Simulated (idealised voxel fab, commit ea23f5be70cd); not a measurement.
Process module, titled voxel transistor to metal
Square cells of 5 nm make up the cross-section cut, whose width is 215 nm.
Format of a cross-section: grid, square cells. Given as bands. Order: top down. Band: one or more rows of cells. For a band, the entry starts with two heights in nm, that of the top and then that of the bottom, and carries on with the band's materials in order from left to right, each alongside its width in nm; the word "everywhere" beside a single material means it fills the band edge to edge, and "air" means empty space. Heights are reckoned from 0. Under this level, the received wafer is all of one material. The bottommost band is open-ended downward, for example "0 nm and below". The notation "30->40" denotes a width that varies across the rows of cells in the band, beginning at the first number in the top row, finishing at the second number in the bottom row, and changing by an identical amount from each row to the next. Where a step carries "no alterations made", the cross-section came out of it unchanged, cell for cell. What "Cavities, closed" gives you is every empty space of 8 cells or more that is cut off from the top. Each appears as width x height at distance, with the distance taken from the left edge and width, height and distance all in nm. The remark found on a step's line after its settings is issued by the simulator itself and pertains to that step. "overlay nm" answers the question of how far to the right of plan the mask lay on a step that has a mask, and when it is negative the answer is to the left.
## Below is the list of planned process steps
step 1: RECEIVE | material Si
step 2: OXIDIZE | depth nm 5
step 3: CONFORMAL_DEP | material SiN | thk nm 15
step 4: PATTERN | tone cover | mask id ACTIVE | material resist | width nm 100 | thk nm 20 | overlay nm 0
step 5: DIRECTIONAL_ETCH | etch materials SiN | depth nm 15
step 6: DIRECTIONAL_ETCH | etch materials SiO2 | depth nm 5
step 7: DIRECTIONAL_ETCH | etch materials Si | depth nm 20
step 8: STRIP | etch materials resist
step 9: FILL_DEP | material SiO2 | thk nm 15
step 10: CMP | height nm 15
step 11: SELECTIVE_ETCH | etch materials SiO2 | depth nm 10
step 12: STRIP | etch materials SiN
step 13: SELECTIVE_ETCH | etch materials SiO2 | depth nm 5
step 14: OXIDIZE | depth nm 5
step 15: DIRECTIONAL_DEP | material polySi | thk nm 20
step 16: DIRECTIONAL_DEP | material SiCN | thk nm 10
step 17: PATTERN | tone cover | mask id GATE | material resist | width nm 20 | thk nm 15 | overlay nm 0
step 18: DIRECTIONAL_ETCH | etch materials SiCN | depth nm 20
step 19: DIRECTIONAL_ETCH | etch materials polySi | depth nm 30
step 20: STRIP | etch materials resist
step 21: CONFORMAL_DEP | material SiN | thk nm 5
step 22: DIRECTIONAL_ETCH | etch materials SiN | depth nm 5
step 23: DIRECTIONAL_ETCH | etch materials SiO2 | depth nm 5
step 24: DIRECTIONAL_ETCH | etch materials Si | depth nm 5
step 25: EPI | material SiGe | thk nm 5
step 26: FILL_DEP | material SiO2 | thk nm 10
step 27: CMP | height nm 25
step 28: DIRECTIONAL_DEP | material SiO2 | thk nm 15
step 29: PATTERN | tone open | mask id CONTACT | material resist | width nm 30 | pitch nm 60 | thk nm 20 | overlay nm 0
step 30: DIRECTIONAL_ETCH | etch materials SiO2 | depth nm 50
step 31: STRIP | etch materials resist
step 32: CONFORMAL_DEP | material TiN | thk nm 5
step 33: FILL_DEP | material W | thk nm 5
step 34: CMP | height nm 40
step 35: DIRECTIONAL_DEP | material TiN | thk nm 5
step 36: DIRECTIONAL_DEP | material Ru | thk nm 20
step 37: PATTERN | tone cover | mask id METAL_1 | material resist | width nm 15 | pitch nm 75 | thk nm 15 | overlay nm 0
step 38: DIRECTIONAL_ETCH | etch materials Ru | depth nm 20
step 39: DIRECTIONAL_ETCH | etch materials TiN | depth nm 5
step 40: STRIP | etch materials resist
step 41: FILL_DEP | material lowk | thk nm 10
step 42: CMP | height nm 65
step 43: CONFORMAL_DEP | material SiN | thk nm 5
## Incoming wafer in cross-section (state: after step 1)
0 nm and below = Si everywhere
Cavities, closed: none
## First wafer of two, sectioned at end of module; run went per plan
70 nm to 65 nm = SiN everywhere
65 nm to 45 nm = lowk=60, then Ru=15, then lowk=60, then Ru=15, then lowk=65
45 nm to 40 nm = lowk=60, then TiN=15, then lowk=60, then TiN=15, then lowk=65
40 nm to 25 nm = SiO2=60, then TiN=5, then W=20, then TiN=5, then SiO2=30, then TiN=5, then W=20, then TiN=5, then SiO2=65
25 nm to 15 nm = SiO2=60, then TiN=5, then W=20, then TiN=5, then SiN=5, then SiCN=20, then SiN=5, then TiN=5, then W=20, then TiN=5, then SiO2=65
15 nm to 0 nm = SiO2=60, then TiN=5, then W=20, then TiN=5, then SiN=5, then polySi=20, then SiN=5, then TiN=5, then W=20, then TiN=5, then SiO2=65
0 nm to -5 nm = SiO2=50, then SiN=5, then SiO2=5, then TiN=5, then W=15, then TiN=10, then SiN=5, then polySi=20, then SiN=5, then TiN=10, then W=15, then TiN=5, then SiO2=5, then SiN=5, then SiO2=55
-5 nm to -10 nm = SiO2=60, then TiN=25, then SiGe=5, then SiO2=30, then SiGe=5, then TiN=25, then SiO2=65
-10 nm to -15 nm = SiO2=55, then SiGe=35, then Si=30, then SiGe=35, then SiO2=60
-15 nm to -25 nm = SiO2=55, then Si=100, then SiO2=60
-25 nm and below = Si everywhere
Cavities, closed: none
## This cross-section belongs to the second wafer of two at the end of the module; the start and the plan were shared with the first, and the run included one mistake
70 nm to 65 nm = SiN everywhere
65 nm to 45 nm = lowk=55, then Ru=15, then lowk=60, then Ru=15, then lowk=70
45 nm to 40 nm = lowk=55, then TiN=15, then lowk=60, then TiN=15, then lowk=70
40 nm to 25 nm = SiO2=60, then TiN=5, then W=20, then TiN=5, then SiO2=30, then TiN=5, then W=20, then TiN=5, then SiO2=65
25 nm to 15 nm = SiO2=60, then TiN=5, then W=20, then TiN=5, then SiN=5, then SiCN=20, then SiN=5, then TiN=5, then W=20, then TiN=5, then SiO2=65
15 nm to 0 nm = SiO2=60, then TiN=5, then W=20, then TiN=5, then SiN=5, then polySi=20, then SiN=5, then TiN=5, then W=20, then TiN=5, then SiO2=65
0 nm to -5 nm = SiO2=50, then SiN=5, then SiO2=5, then TiN=5, then W=15, then TiN=10, then SiN=5, then polySi=20, then SiN=5, then TiN=10, then W=15, then TiN=5, then SiO2=5, then SiN=5, then SiO2=55
-5 nm to -10 nm = SiO2=60, then TiN=25, then SiGe=5, then SiO2=30, then SiGe=5, then TiN=25, then SiO2=65
-10 nm to -15 nm = SiO2=55, then SiGe=35, then Si=30, then SiGe=35, then SiO2=60
-15 nm to -25 nm = SiO2=55, then Si=100, then SiO2=60
-25 nm and below = Si everywhere
Cavities, closed: none
The plan and the run diverged here: step 37 ran differently from the plan; actual operation with settings: PATTERN | tone cover | mask id METAL_1 | material resist | width nm 15 | pitch nm 75 | thk nm 15 | overlay nm -5
End check, second vs first wafer: material counts in cells match, positions do not.
